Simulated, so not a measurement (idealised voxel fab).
process module | voxel wiring stack
cross-section cut | 225 nm wide | cells 5 nm
A cross-section is a grid of square cells, given in bands from the top down. A band is one or more rows of cells.
Each band's line starts with the height of the band's top and of its bottom, in nm. Then come its materials from left to right, each with its width in nm. One material with "throughout" fills the band from edge to edge. "air" is empty space.
Height 0 is the level under which the wafer as received is all one material. The lowest band goes on downwards, as in "0 down".
A width such as "30 to 40" changes by the same amount from each row of cells to the next, from the band's top row to its bottom row.
"no change" after a step means that no cell of the cross-section changed.
closed voids: empty space of 8 cells or more with no open way to the top, each as width x height at its distance from the left edge, in nm
after a step's settings: what the simulator itself notes on the step
overlay nm, on a step with a mask: how far to the right of its planned place the mask lay; to the left if negative
plan
1 op RECEIVE | material Si
2 op CONFORMAL_DEP | material SiO2 | thk nm 10
3 op DIRECTIONAL_DEP | material TiN | thk nm 5
4 op DIRECTIONAL_DEP | material Ru | thk nm 20
5 op DIRECTIONAL_DEP | material aC | thk nm 10
6 op PATTERN | tone cover | mask id METAL_1 | material resist | width nm 30 | pitch nm 50 | thk nm 30 | overlay nm 0
7 op DIRECTIONAL_ETCH | etch materials aC | depth nm 10
8 op STRIP | etch materials resist
9 op DIRECTIONAL_ETCH | etch materials Ru | depth nm 20
10 op DIRECTIONAL_ETCH | etch materials TiN | depth nm 5
11 op STRIP | etch materials aC
12 op CONFORMAL_DEP | material SiCN | thk nm 5
13 op FILL_DEP | material lowk | thk nm 5
14 op CMP | height nm 35
15 op CONFORMAL_DEP | material SiCN | thk nm 5
16 op DIRECTIONAL_DEP | material lowk | thk nm 15
17 op MASKED_ETCH | tone open | mask id PLUG_1 | width nm 15 | pitch nm 50 | etch materials lowk | depth nm 15 | overlay nm 0
18 op MASKED_ETCH | tone open | mask id PLUG_1 | width nm 15 | pitch nm 50 | etch materials SiCN | depth nm 5 | overlay nm 0
19 op CONFORMAL_DEP | material TiN | thk nm 5
20 op FILL_DEP | material Cu | thk nm 10
21 op CMP | height nm 55
22 op DIRECTIONAL_DEP | material TiN | thk nm 5
23 op DIRECTIONAL_DEP | material W | thk nm 20
24 op PATTERN | tone cover | mask id METAL_2 | material resist | width nm 30 | pitch nm 50 | thk nm 15 | overlay nm 0
25 op DIRECTIONAL_ETCH | etch materials W | depth nm 20
26 op DIRECTIONAL_ETCH | etch materials TiN | depth nm 5
27 op STRIP | etch materials resist
28 op FILL_DEP | material lowk | thk nm 5
29 op CMP | height nm 80
30 op CONFORMAL_DEP | material SiCN | thk nm 5
31 op DIRECTIONAL_DEP | material SiO2 | thk nm 10
32 op PATTERN | tone open | mask id PLUG_2 | material resist | width nm 15 | pitch nm 100 | thk nm 20 | overlay nm 0
33 op DIRECTIONAL_ETCH | etch materials SiO2 | depth nm 10
34 op DIRECTIONAL_ETCH | etch materials SiCN | depth nm 5
35 op STRIP | etch materials resist
36 op EPI | material Ru | thk nm 10
37 op EPI | material Ru | thk nm 5
38 op DIRECTIONAL_DEP | material TiN | thk nm 5
39 op DIRECTIONAL_DEP | material Ru | thk nm 25
40 op PATTERN | tone cover | mask id METAL_3 | material resist | width nm 30 | pitch nm 50 | thk nm 20 | overlay nm 0
41 op DIRECTIONAL_ETCH | etch materials Ru | depth nm 25
42 op DIRECTIONAL_ETCH | etch materials TiN | depth nm 5
43 op STRIP | etch materials resist
44 op FILL_DEP | material lowk | thk nm 10
45 op CMP | height nm 125
46 op CONFORMAL_DEP | material SiN | thk nm 5
as received, after step 1
  0 down: Si throughout
  closed voids: none
first wafer at the end, as planned
  130 to 125: SiN throughout
  125 to 100: lowk 20 | Ru 30 | lowk 20 | Ru 30 | lowk 20 | Ru 30 | lowk 20 | Ru 30 | lowk 25
  100 to 95: lowk 20 | TiN 30 | lowk 20 | TiN 30 | lowk 20 | TiN 30 | lowk 20 | TiN 30 | lowk 25
  95 to 85: SiO2 20 | Ru 15 | SiO2 85 | Ru 15 | SiO2 90
  85 to 80: SiCN 20 | Ru 15 | SiCN 85 | Ru 15 | SiCN 90
  80 to 60: lowk 20 | W 30 | lowk 20 | W 30 | lowk 20 | W 30 | lowk 20 | W 30 | lowk 25
  60 to 55: lowk 20 | TiN 30 | lowk 20 | TiN 30 | lowk 20 | TiN 30 | lowk 20 | TiN 30 | lowk 25
  55 to 40: lowk 20 | TiN 5 | Cu 5 | TiN 5 | lowk 35 | TiN 5 | Cu 5 | TiN 5 | lowk 35 | TiN 5 | Cu 5 | TiN 5 | lowk 35 | TiN 5 | Cu 5 | TiN 5 | lowk 40
  40 to 35: SiCN 20 | TiN 15 | SiCN 35 | TiN 15 | SiCN 35 | TiN 15 | SiCN 35 | TiN 15 | SiCN 40
  35 to 15: lowk 15 | SiCN 5 | Ru 30 | SiCN 5 | lowk 10 | SiCN 5 | Ru 30 | SiCN 5 | lowk 10 | SiCN 5 | Ru 30 | SiCN 5 | lowk 10 | SiCN 5 | Ru 30 | SiCN 5 | lowk 20
  15 to 10: SiCN 20 | TiN 30 | SiCN 20 | TiN 30 | SiCN 20 | TiN 30 | SiCN 20 | TiN 30 | SiCN 25
  10 to 0: SiO2 throughout
  0 down: Si throughout
  closed voids: none
second wafer at the end: like start, like plan, one mistake
  130 to 125: SiN throughout
  125 to 110: lowk 20 | Ru 30 | lowk 20 | Ru 30 | lowk 20 | Ru 30 | lowk 20 | Ru 30 | lowk 25
  110 to 105: lowk 20 | TiN 25 | Ru 5 | lowk 20 | Ru 30 | lowk 20 | TiN 25 | Ru 5 | lowk 20 | Ru 30 | lowk 25
  105 to 100: lowk 10 | Ru 40 | lowk 20 | Ru 30 | lowk 10 | Ru 40 | lowk 20 | Ru 30 | lowk 25
  100 to 95: lowk 10 | Ru 35 | TiN 5 | lowk 20 | TiN 30 | lowk 10 | Ru 35 | TiN 5 | lowk 20 | TiN 30 | lowk 25
  95 to 85: SiO2 20 | Ru 15 | SiO2 85 | Ru 15 | SiO2 90
  85 to 80: SiCN 20 | Ru 15 | SiCN 85 | Ru 15 | SiCN 90
  80 to 60: lowk 20 | W 30 | lowk 20 | W 30 | lowk 20 | W 30 | lowk 20 | W 30 | lowk 25
  60 to 55: lowk 20 | TiN 30 | lowk 20 | TiN 30 | lowk 20 | TiN 30 | lowk 20 | TiN 30 | lowk 25
  55 to 40: lowk 20 | TiN 5 | Cu 5 | TiN 5 | lowk 35 | TiN 5 | Cu 5 | TiN 5 | lowk 35 | TiN 5 | Cu 5 | TiN 5 | lowk 35 | TiN 5 | Cu 5 | TiN 5 | lowk 40
  40 to 35: SiCN 20 | TiN 15 | SiCN 35 | TiN 15 | SiCN 35 | TiN 15 | SiCN 35 | TiN 15 | SiCN 40
  35 to 15: lowk 15 | SiCN 5 | Ru 30 | SiCN 5 | lowk 10 | SiCN 5 | Ru 30 | SiCN 5 | lowk 10 | SiCN 5 | Ru 30 | SiCN 5 | lowk 10 | SiCN 5 | Ru 30 | SiCN 5 | lowk 20
  15 to 10: SiCN 20 | TiN 30 | SiCN 20 | TiN 30 | SiCN 20 | TiN 30 | SiCN 20 | TiN 30 | SiCN 25
  10 to 0: SiO2 throughout
  0 down: Si throughout
  closed voids: none
what went wrong: step 36 was run twice
at the end the second wafer has, in cells: 8 more of Ru | 8 fewer of lowk
